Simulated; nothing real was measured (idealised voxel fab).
Proc. module: voxel wiring stack
Section shown: cut. Width: 245 nm. Cell size: 5 nm, square.
When this document writes out a cross-section, it uses a grid of square cells and lists it as bands, beginning at the top and moving down, with a band standing for one or more rows of cells. What a band's entry tells you: where the top is and where the bottom is, as heights in nm, and after that what lies inside, material by material from left to right, each with its width in nm. Empty space is written as the word "empty", and a single material marked with the word "edge to edge" occupies the band from edge to edge. Heights are measured from 0, the level below which the as-received wafer is all one material; the lowest band has no bottom and continues downward, written as in "0 and below". A width such as "30..40" changes by the same amount from each row of cells to the next, from the band's top row to its bottom row. No cell of the cross-section changed in a step that is given as "changes: none". Each empty space that has no open way to the top and spans at least 8 cells appears under "Enclosed void list" as width x height at distance, the distance counted from the left edge, all in nm. That trailing text on a step's line, after the settings, is the simulator's own remark on the step. The optional step-line setting "overlay nm" applies to steps with a mask and quantifies how far to the right of its planned location the mask lay, a negative value indicating leftward placement.
Planned step list for the process:
1) RECEIVE, material Si
2) CONFORMAL_DEP, material SiO2, thk nm 15
3) DIRECTIONAL_DEP, material TiN, thk nm 5
4) DIRECTIONAL_DEP, material W, thk nm 25
5) MASKED_ETCH, tone cover, mask id METAL_1, width nm 25, pitch nm 50, etch materials W, depth nm 25, overlay nm 0
6) MASKED_ETCH, tone cover, mask id METAL_1, width nm 25, pitch nm 50, etch materials TiN, depth nm 5, overlay nm 0
7) CONFORMAL_DEP, material SiN, thk nm 5
8) FILL_DEP, material SiO2, thk nm 5
9) CMP, height nm 45
10) CONFORMAL_DEP, material SiCN, thk nm 5
11) DIRECTIONAL_DEP, material lowk, thk nm 15
12) DIRECTIONAL_DEP, material aC, thk nm 15
13) PATTERN, tone open, mask id PLUG_1, material resist, width nm 15, thk nm 35, overlay nm 0
14) DIRECTIONAL_ETCH, etch materials aC, depth nm 15
15) STRIP, etch materials resist
16) DIRECTIONAL_ETCH, etch materials lowk, depth nm 15
17) DIRECTIONAL_ETCH, etch materials SiCN, depth nm 5
18) STRIP, etch materials aC
19) EPI, material Ru, thk nm 10
20) EPI, material Ru, thk nm 10
21) DIRECTIONAL_DEP, material TiN, thk nm 5
22) DIRECTIONAL_DEP, material W, thk nm 20
23) PATTERN, tone cover, mask id METAL_2, material resist, width nm 25, pitch nm 50, thk nm 15, overlay nm 0
24) DIRECTIONAL_ETCH, etch materials W, depth nm 20
25) DIRECTIONAL_ETCH, etch materials TiN, depth nm 5
26) STRIP, etch materials resist
27) CONFORMAL_DEP, material SiCN, thk nm 5
28) FILL_DEP, material SiO2, thk nm 5
29) CMP, height nm 90
30) CONFORMAL_DEP, material SiCN, thk nm 5
31) DIRECTIONAL_DEP, material lowk, thk nm 30
32) MASKED_ETCH, tone open, mask id METAL_3, width nm 25, pitch nm 50, etch materials lowk, depth nm 15, overlay nm 0
33) PATTERN, tone open, mask id METAL_3_HOLES, material resist, width nm 15, thk nm 15, overlay nm 0
34) DIRECTIONAL_ETCH, etch materials lowk, depth nm 15
35) DIRECTIONAL_ETCH, etch materials SiCN, depth nm 5
36) STRIP, etch materials resist
37) CONFORMAL_DEP, material TiN, thk nm 5
38) FILL_DEP, material Cu, thk nm 10
39) CMP, height nm 125
40) CONFORMAL_DEP, material SiCN, thk nm 5
First of two wafers, with the run carried out as planned:
Incoming wafer, cross-sectional view, post step 1:
  0 and below  Si edge to edge
  Enclosed void list: none
Once step 2 is through, the wafer looks like this in cross-section:
  15 down to 0  SiO2 edge to edge
  Unchanged below 0.
Once step 3 is through, the wafer looks like this in cross-section:
  20 down to 15  TiN edge to edge
  Unchanged below 15.
Once step 4 is through, the wafer looks like this in cross-section:
  45 down to 20  W edge to edge
  Unchanged below 20.
Once step 5 is through, the wafer looks like this in cross-section:
  45 down to 20  empty 85 nm, then W 25 nm, then empty 25 nm, then W 25 nm, then empty 85 nm
  Unchanged below 20.
Once step 6 is through, the wafer looks like this in cross-section:
  45 down to 20  empty 85 nm, then W 25 nm, then empty 25 nm, then W 25 nm, then empty 85 nm
  20 down to 15  empty 85 nm, then TiN 25 nm, then empty 25 nm, then TiN 25 nm, then empty 85 nm
  Unchanged below 15.
Once step 7 is through, the wafer looks like this in cross-section:
  50 down to 45  empty 80 nm, then SiN 35 nm, then empty 15 nm, then SiN 35 nm, then empty 80 nm
  45 down to 20  empty 80 nm, then SiN 5 nm, then W 25 nm, then SiN 5 nm, then empty 15 nm, then SiN 5 nm, then W 25 nm, then SiN 5 nm, then empty 80 nm
  20 down to 15  SiN 85 nm, then TiN 25 nm, then SiN 25 nm, then TiN 25 nm, then SiN 85 nm
  Unchanged below 15.
Once step 8 is through, the wafer looks like this in cross-section:
  55 down to 50  SiO2 edge to edge
  50 down to 45  SiO2 80 nm, then SiN 35 nm, then SiO2 15 nm, then SiN 35 nm, then SiO2 80 nm
  45 down to 20  SiO2 80 nm, then SiN 5 nm, then W 25 nm, then SiN 5 nm, then SiO2 15 nm, then SiN 5 nm, then W 25 nm, then SiN 5 nm, then SiO2 80 nm
  Unchanged below 20.
Once step 9 is through, the wafer looks like this in cross-section:
  45 down to 20  SiO2 80 nm, then SiN 5 nm, then W 25 nm, then SiN 5 nm, then SiO2 15 nm, then SiN 5 nm, then W 25 nm, then SiN 5 nm, then SiO2 80 nm
  Unchanged below 20.
Once step 10 is through, the wafer looks like this in cross-section:
  50 down to 45  SiCN edge to edge
  Unchanged below 45.
Once step 11 is through, the wafer looks like this in cross-section:
  65 down to 50  lowk edge to edge
  Unchanged below 50.
Once step 12 is through, the wafer looks like this in cross-section:
  80 down to 65  aC edge to edge
  Unchanged below 65.
Once step 13 is through, the wafer looks like this in cross-section:
  115 down to 80  resist 85 nm, then empty 15 nm, then resist 145 nm
  Unchanged below 80.
Once step 14 is through, the wafer looks like this in cross-section:
  100 down to 80  resist 85 nm, then empty 15 nm, then resist 145 nm
  80 down to 65  aC 85 nm, then empty 15 nm, then aC 145 nm
  Unchanged below 65.
Once step 15 is through, the wafer looks like this in cross-section:
  80 down to 65  aC 85 nm, then empty 15 nm, then aC 145 nm
  Unchanged below 65.
Once step 16 is through, the wafer looks like this in cross-section:
  80 down to 65  aC 85 nm, then empty 15 nm, then aC 145 nm
  65 down to 50  lowk 85 nm, then empty 15 nm, then lowk 145 nm
  Unchanged below 50.
Once step 17 is through, the wafer looks like this in cross-section:
  80 down to 65  aC 85 nm, then empty 15 nm, then aC 145 nm
  65 down to 50  lowk 85 nm, then empty 15 nm, then lowk 145 nm
  50 down to 45  SiCN 85 nm, then empty 15 nm, then SiCN 145 nm
  Unchanged below 45.
Once step 18 is through, the wafer looks like this in cross-section:
  65 down to 50  lowk 85 nm, then empty 15 nm, then lowk 145 nm
  Unchanged below 50.
Once step 19 is through, the wafer looks like this in cross-section:
  65 down to 55  lowk 85 nm, then empty 15 nm, then lowk 145 nm
  55 down to 50  lowk 85 nm, then Ru 15 nm, then lowk 145 nm
  50 down to 45  SiCN 85 nm, then Ru 15 nm, then SiCN 145 nm
  Unchanged below 45.
Once step 20 is through, the wafer looks like this in cross-section:
  65 down to 50  lowk 85 nm, then Ru 15 nm, then lowk 145 nm
  Unchanged below 50.
Once step 21 is through, the wafer looks like this in cross-section:
  70 down to 65  TiN edge to edge
  Unchanged below 65.
Once step 22 is through, the wafer looks like this in cross-section:
  90 down to 70  W edge to edge
  Unchanged below 70.
Once step 23 is through, the wafer looks like this in cross-section:
  105 down to 90  empty 85 nm, then resist 25 nm, then empty 25 nm, then resist 25 nm, then empty 85 nm
  Unchanged below 90.
Once step 24 is through, the wafer looks like this in cross-section:
  105 down to 90  empty 85 nm, then resist 25 nm, then empty 25 nm, then resist 25 nm, then empty 85 nm
  90 down to 70  empty 85 nm, then W 25 nm, then empty 25 nm, then W 25 nm, then empty 85 nm
  Unchanged below 70.
Once step 25 is through, the wafer looks like this in cross-section:
  105 down to 90  empty 85 nm, then resist 25 nm, then empty 25 nm, then resist 25 nm, then empty 85 nm
  90 down to 70  empty 85 nm, then W 25 nm, then empty 25 nm, then W 25 nm, then empty 85 nm
  70 down to 65  empty 85 nm, then TiN 25 nm, then empty 25 nm, then TiN 25 nm, then empty 85 nm
  Unchanged below 65.
Once step 26 is through, the wafer looks like this in cross-section:
  90 down to 70  empty 85 nm, then W 25 nm, then empty 25 nm, then W 25 nm, then empty 85 nm
  Unchanged below 70.
Once step 27 is through, the wafer looks like this in cross-section:
  95 down to 90  empty 80 nm, then SiCN 35 nm, then empty 15 nm, then SiCN 35 nm, then empty 80 nm
  90 down to 70  empty 80 nm, then SiCN 5 nm, then W 25 nm, then SiCN 5 nm, then empty 15 nm, then SiCN 5 nm, then W 25 nm, then SiCN 5 nm, then empty 80 nm
  70 down to 65  SiCN 85 nm, then TiN 25 nm, then SiCN 25 nm, then TiN 25 nm, then SiCN 85 nm
  Unchanged below 65.
Once step 28 is through, the wafer looks like this in cross-section:
  100 down to 95  SiO2 edge to edge
  95 down to 90  SiO2 80 nm, then SiCN 35 nm, then SiO2 15 nm, then SiCN 35 nm, then SiO2 80 nm
  90 down to 70  SiO2 80 nm, then SiCN 5 nm, then W 25 nm, then SiCN 5 nm, then SiO2 15 nm, then SiCN 5 nm, then W 25 nm, then SiCN 5 nm, then SiO2 80 nm
  Unchanged below 70.
Once step 29 is through, the wafer looks like this in cross-section:
  90 down to 70  SiO2 80 nm, then SiCN 5 nm, then W 25 nm, then SiCN 5 nm, then SiO2 15 nm, then SiCN 5 nm, then W 25 nm, then SiCN 5 nm, then SiO2 80 nm
  Unchanged below 70.
Once step 30 is through, the wafer looks like this in cross-section:
  95 down to 90  SiCN edge to edge
  Unchanged below 90.
Once step 31 is through, the wafer looks like this in cross-section:
  125 down to 95  lowk edge to edge
  Unchanged below 95.
Once step 32 is through, the wafer looks like this in cross-section:
  125 down to 110  lowk 85 nm, then empty 25 nm, then lowk 25 nm, then empty 25 nm, then lowk 85 nm
  Unchanged below 110.
Once step 33 is through, the wafer looks like this in cross-section:
  140 down to 125  resist 85 nm, then empty 15 nm, then resist 145 nm
  125 down to 110  lowk 85 nm, then empty 15 nm, then resist 10 nm, then lowk 25 nm, then resist 25 nm, then lowk 85 nm
  Unchanged below 110.
Once step 34 is through, the wafer looks like this in cross-section:
  140 down to 125  resist 85 nm, then empty 15 nm, then resist 145 nm
  125 down to 110  lowk 85 nm, then empty 15 nm, then resist 10 nm, then lowk 25 nm, then resist 25 nm, then lowk 85 nm
  110 down to 95  lowk 85 nm, then empty 15 nm, then lowk 145 nm
  Unchanged below 95.
Once step 35 is through, the wafer looks like this in cross-section:
  140 down to 125  resist 85 nm, then empty 15 nm, then resist 145 nm
  125 down to 110  lowk 85 nm, then empty 15 nm, then resist 10 nm, then lowk 25 nm, then resist 25 nm, then lowk 85 nm
  110 down to 95  lowk 85 nm, then empty 15 nm, then lowk 145 nm
  95 down to 90  SiCN 85 nm, then empty 15 nm, then SiCN 145 nm
  Unchanged below 90.
Once step 36 is through, the wafer looks like this in cross-section:
  125 down to 110  lowk 85 nm, then empty 25 nm, then lowk 25 nm, then empty 25 nm, then lowk 85 nm
  Unchanged below 110.
Once step 37 is through, the wafer looks like this in cross-section:
  130 down to 125  TiN 90 nm, then empty 15 nm, then TiN 35 nm, then empty 15 nm, then TiN 90 nm
  125 down to 115  lowk 85 nm, then TiN 5 nm, then empty 15 nm, then TiN 5 nm, then lowk 25 nm, then TiN 5 nm, then empty 15 nm, then TiN 5 nm, then lowk 85 nm
  115 down to 110  lowk 85 nm, then TiN 5 nm, then empty 5 nm, then TiN 15 nm, then lowk 25 nm, then TiN 25 nm, then lowk 85 nm
  110 down to 95  lowk 85 nm, then TiN 5 nm, then empty 5 nm, then TiN 5 nm, then lowk 145 nm
  95 down to 90  SiCN 85 nm, then TiN 15 nm, then SiCN 145 nm
  Unchanged below 90.
Once step 38 is through, the wafer looks like this in cross-section:
  140 down to 130  Cu edge to edge
  130 down to 125  TiN 90 nm, then Cu 15 nm, then TiN 35 nm, then Cu 15 nm, then TiN 90 nm
  125 down to 115  lowk 85 nm, then TiN 5 nm, then Cu 15 nm, then TiN 5 nm, then lowk 25 nm, then TiN 5 nm, then Cu 15 nm, then TiN 5 nm, then lowk 85 nm
  115 down to 110  lowk 85 nm, then TiN 5 nm, then Cu 5 nm, then TiN 15 nm, then lowk 25 nm, then TiN 25 nm, then lowk 85 nm
  110 down to 95  lowk 85 nm, then TiN 5 nm, then Cu 5 nm, then TiN 5 nm, then lowk 145 nm
  Unchanged below 95.
Once step 39 is through, the wafer looks like this in cross-section:
  125 down to 115  lowk 85 nm, then TiN 5 nm, then Cu 15 nm, then TiN 5 nm, then lowk 25 nm, then TiN 5 nm, then Cu 15 nm, then TiN 5 nm, then lowk 85 nm
  Unchanged below 115.
Once step 40 is through, the wafer looks like this in cross-section:
  130 down to 125  SiCN edge to edge
  Unchanged below 125.
Wafer two of two - same starting point, same process plan, one mistake in execution; matches wafer one up to and including step 30:
Planned end of step 31: second wafer, cross-section:
  155 down to 95  lowk edge to edge
  Unchanged below 95.
Planned end of step 32: second wafer, cross-section:
  155 down to 140  lowk 85 nm, then empty 25 nm, then lowk 25 nm, then empty 25 nm, then lowk 85 nm
  Unchanged below 140.
Planned end of step 33: second wafer, cross-section:
  170 down to 155  resist 85 nm, then empty 15 nm, then resist 145 nm
  155 down to 140  lowk 85 nm, then empty 15 nm, then resist 10 nm, then lowk 25 nm, then resist 25 nm, then lowk 85 nm
  Unchanged below 140.
Planned end of step 34: second wafer, cross-section:
  170 down to 155  resist 85 nm, then empty 15 nm, then resist 145 nm
  155 down to 140  lowk 85 nm, then empty 15 nm, then resist 10 nm, then lowk 25 nm, then resist 25 nm, then lowk 85 nm
  140 down to 125  lowk 85 nm, then empty 15 nm, then lowk 145 nm
  Unchanged below 125.
Planned end of step 35: second wafer, cross-section: changes: none
Planned end of step 36: second wafer, cross-section:
  155 down to 140  lowk 85 nm, then empty 25 nm, then lowk 25 nm, then empty 25 nm, then lowk 85 nm
  Unchanged below 140.
Planned end of step 37: second wafer, cross-section:
  160 down to 155  TiN 90 nm, then empty 15 nm, then TiN 35 nm, then empty 15 nm, then TiN 90 nm
  155 down to 145  lowk 85 nm, then TiN 5 nm, then empty 15 nm, then TiN 5 nm, then lowk 25 nm, then TiN 5 nm, then empty 15 nm, then TiN 5 nm, then lowk 85 nm
  145 down to 140  lowk 85 nm, then TiN 5 nm, then empty 5 nm, then TiN 15 nm, then lowk 25 nm, then TiN 25 nm, then lowk 85 nm
  140 down to 130  lowk 85 nm, then TiN 5 nm, then empty 5 nm, then TiN 5 nm, then lowk 145 nm
  130 down to 125  lowk 85 nm, then TiN 15 nm, then lowk 145 nm
  Unchanged below 125.
Planned end of step 38: second wafer, cross-section:
  170 down to 160  Cu edge to edge
  160 down to 155  TiN 90 nm, then Cu 15 nm, then TiN 35 nm, then Cu 15 nm, then TiN 90 nm
  155 down to 145  lowk 85 nm, then TiN 5 nm, then Cu 15 nm, then TiN 5 nm, then lowk 25 nm, then TiN 5 nm, then Cu 15 nm, then TiN 5 nm, then lowk 85 nm
  145 down to 140  lowk 85 nm, then TiN 5 nm, then Cu 5 nm, then TiN 15 nm, then lowk 25 nm, then TiN 25 nm, then lowk 85 nm
  140 down to 130  lowk 85 nm, then TiN 5 nm, then Cu 5 nm, then TiN 5 nm, then lowk 145 nm
  Unchanged below 130.
Planned end of step 39: second wafer, cross-section:
  125 down to 95  lowk edge to edge
  Unchanged below 95.
Planned end of step 40: second wafer, cross-section:
  130 down to 125  SiCN edge to edge
  Unchanged below 125.
Run error: step 31, plan: ran twice
End check, counted in cells, second wafer has more or fewer of these materials than the first: Cu -16; SiCN +3; TiN -26; lowk +39
